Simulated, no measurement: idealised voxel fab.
Documented hereafter: the process module known as voxel tone inversion.
Pictured: cross-section cut, 145 nm wide, on a grid of 5 nm square cells.
Think of the cross-section as a grid of square cells. We describe it in bands, top to bottom, and each band covers one or more rows of those cells.
Basically the band line says how high the top is and how high the bottom is, in nm, and then what's in it from left to right, every material with its width in nm. Empty space shows up as "air", and if a single material carries "throughout" it runs the full band edge to edge.
Heads up on the height convention: 0 is the point under which the incoming wafer is all one material, and the lowest band has no bottom, it just keeps going down, like "0 -> down".
Graded width ("30 to 40"): value in top row of band = first number; value in bottom row = second number; row-to-row change constant.
Basically "nothing got changed" means that step didn't change any cell in the cross-section.
"Fully sealed voids" lists enclosed empty spaces (at least 8 cells, no open path upward to the top), each as width x height at distance from the left edge, in nm.
Anything after a step's settings on that line? It's the simulator's own note about the step.
The optional step-line setting "overlay nm" applies to steps with a mask and quantifies how far to the right of its planned location the mask lay, a negative value indicating leftward placement.
**The process steps that were planned are listed below**
1. op RECEIVE | material Si
2. op CONFORMAL_DEP | material SiCN | thk nm 10
3. op DIRECTIONAL_DEP | material aC | thk nm 25
4. op PATTERN | tone cover | mask id POSTS | material resist | width nm 25 | pitch nm 40 | thk nm 30 | overlay nm 0
5. op DIRECTIONAL_ETCH | etch materials aC | depth nm 25
6. op STRIP | etch materials resist
7. op FILL_DEP | material SiO2 | thk nm 5
8. op CMP | height nm 35
9. op STRIP | etch materials aC
10. op CONFORMAL_DEP | material TiN | thk nm 5
11. op FILL_DEP | material Ru | thk nm 5
12. op CMP | height nm 35
13. op CONFORMAL_DEP | material SiCN | thk nm 5
**Incoming wafer in cross-section (state: after step 1)**
    0 -> down: Si throughout
    Fully sealed voids: none
**This is how the wafer looks in cross-section once the module is done, given the starting state and plan above and one mistake in carrying the plan out**
    40 -> 25: SiCN throughout
    25 -> 0: aC throughout
    0 -> down: Si throughout
    Fully sealed voids: none
Plan not followed: swap of plan steps 2 and 3 during execution
